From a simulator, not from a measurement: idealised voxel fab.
Documented hereafter: the process module known as voxel tone inversion.
FYI the section here is cut, 155 nm wide, cells are 5 nm squares.
For the purposes of this document, a cross-section shall be understood as a grid of square cells, specified as bands listed in top-to-bottom order, each band consisting of one or more rows of cells. For a band, the entry starts with two heights in nm, that of the top and then that of the bottom, and carries on with the band's materials in order from left to right, each alongside its width in nm; the word "everywhere" beside a single material means it fills the band edge to edge, and "blank" means empty space. Zero point of the height axis is 0; under it, received wafer = one material. Lowest band: continues down indefinitely, "top 0, no bottom". The two numbers in a width such as "30..40" mark its ends across the band: the first belongs to the top row of cells, the second to the bottom row, and from each row to the next the width moves by the same amount. Key: "left unchanged" - step with no changed cell in the cross-section. Entry "Voids, enclosed" = empty spaces >= 8 cells with no open way to the top; each as width x height at distance, distance from left edge, all nm. If you see something after the settings on a step's line, that's the simulator's own remark about that step. overlay nm: mask right of planned place by this much (step with mask). Neg. = left.
## These are the steps we planned for the process
step 1: RECEIVE,material Si
step 2: CONFORMAL_DEP,material SiCN,thk nm 10
step 3: DIRECTIONAL_DEP,material aC,thk nm 25
step 4: PATTERN,tone cover,mask id POSTS,material resist,width nm 15,pitch nm 40,thk nm 30,overlay nm 0
step 5: DIRECTIONAL_ETCH,etch materials aC,depth nm 25
step 6: STRIP,etch materials resist
step 7: FILL_DEP,material lowk,thk nm 5
step 8: CMP,height nm 35
step 9: STRIP,etch materials aC
Among the wafers covered here, the point of difference is the width nm at step 4; their starting state is shared, and the plan presents the value of the first wafer.
## Cross-section, first of several wafers, as delivered after step 1
top 0, no bottom | Si everywhere
Voids, enclosed: none
## Gained (+) or lost (-) cells of each material since receipt, then closed voids: one row per wafer, at the end of the module
width nm 15, +62 SiCN, +110 lowk, Voids, enclosed: none
width nm 20, +62 SiCN, +95 lowk, Voids, enclosed: none
width nm 25, +62 SiCN, +80 lowk, Voids, enclosed: none
